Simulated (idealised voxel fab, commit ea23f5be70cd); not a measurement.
Module name: voxel double patterning (process module)
The figure presents cross-section cut, which has a width of 215 nm and is divided into square cells with an edge length of 5 nm.
For the purposes of this document, a cross-section shall be understood as a grid of square cells, specified as bands listed in top-to-bottom order, each band consisting of one or more rows of cells. Heights first: top, then bottom, in nm. Then materials, left to right, each with a width in nm. "full width" on a single material: fills the band edge to edge. "air": empty space. Height is counted from the level 0, under which the received wafer is composed throughout of one material. The lowest of the bands is not closed at the bottom but continues downward, in the notation "0 -> down". The notation "30..40" denotes a width that varies across the rows of cells in the band, beginning at the first number in the top row, finishing at the second number in the bottom row, and changing by an identical amount from each row to the next. Step marked "remained the same"? Then no cell in the cross-section changed in it. This entry, "Unvented internal voids", enumerates those empty regions of no fewer than 8 cells that possess no open connection to the top. Each region is reported in the form width x height at distance, the distance being taken from the left edge, with all three quantities expressed in nm. Where a step's line continues beyond its settings, the continuation is a remark by the simulator itself on that step. overlay nm: on a step with a mask, how far right of its planned place the mask lay; negative means left.
Here's what the planned process steps look like:
- 1: op RECEIVE | material Si
- 2: op CONFORMAL_DEP | material SiO2 | thk nm 5
- 3: op DIRECTIONAL_DEP | material W | thk nm 20
- 4: op DIRECTIONAL_DEP | material SiCN | thk nm 5
- 5: op DIRECTIONAL_DEP | material aC | thk nm 10
- 6: op PATTERN | tone open | mask id FIRST | material resist | width nm 15 | pitch nm 50 | thk nm 25 | overlay nm 0
- 7: op DIRECTIONAL_ETCH | etch materials aC | depth nm 10
- 8: op STRIP | etch materials resist
- 9: op DIRECTIONAL_ETCH | etch materials SiCN | depth nm 5
- 10: op STRIP | etch materials aC
- 11: op MASKED_ETCH | tone open | mask id SECOND | width nm 15 | pitch nm 50 | etch materials SiCN | depth nm 5 | overlay nm 0
- 12: op DIRECTIONAL_ETCH | etch materials W | depth nm 20
- 13: op STRIP | etch materials SiCN
Cross-section of the wafer upon arrival, representing the state reached after step 1:
0 -> down: Si full width
Unvented internal voids: none
The first of the two wafers as seen in cross-section once the module was finished; processing followed the plan:
25 -> 5: 50 W, then 15 air, then 10 W, then 15 air, then 10 W, then 15 air, then 10 W, then 15 air, then 10 W, then 15 air, then 50 W
5 -> 0: SiO2 full width
0 -> down: Si full width
Unvented internal voids: none
This cross-section belongs to the second wafer of two at the end of the module; the start and the plan were shared with the first, and the run included one mistake:
25 -> 5: 75 air, then 15 W, then 35 air, then 15 W, then 75 air
5 -> 0: SiO2 full width
0 -> down: Si full width
Unvented internal voids: none
Which mistake was made when the wafer was run? step 11 went in with a setting other than planned; the actual run was op MASKED_ETCH | tone cover | mask id SECOND | width nm 15 | pitch nm 50 | etch materials SiCN | depth nm 5 | overlay nm 0
Cell-count delta at end, second wafer over first, by material: -88 W
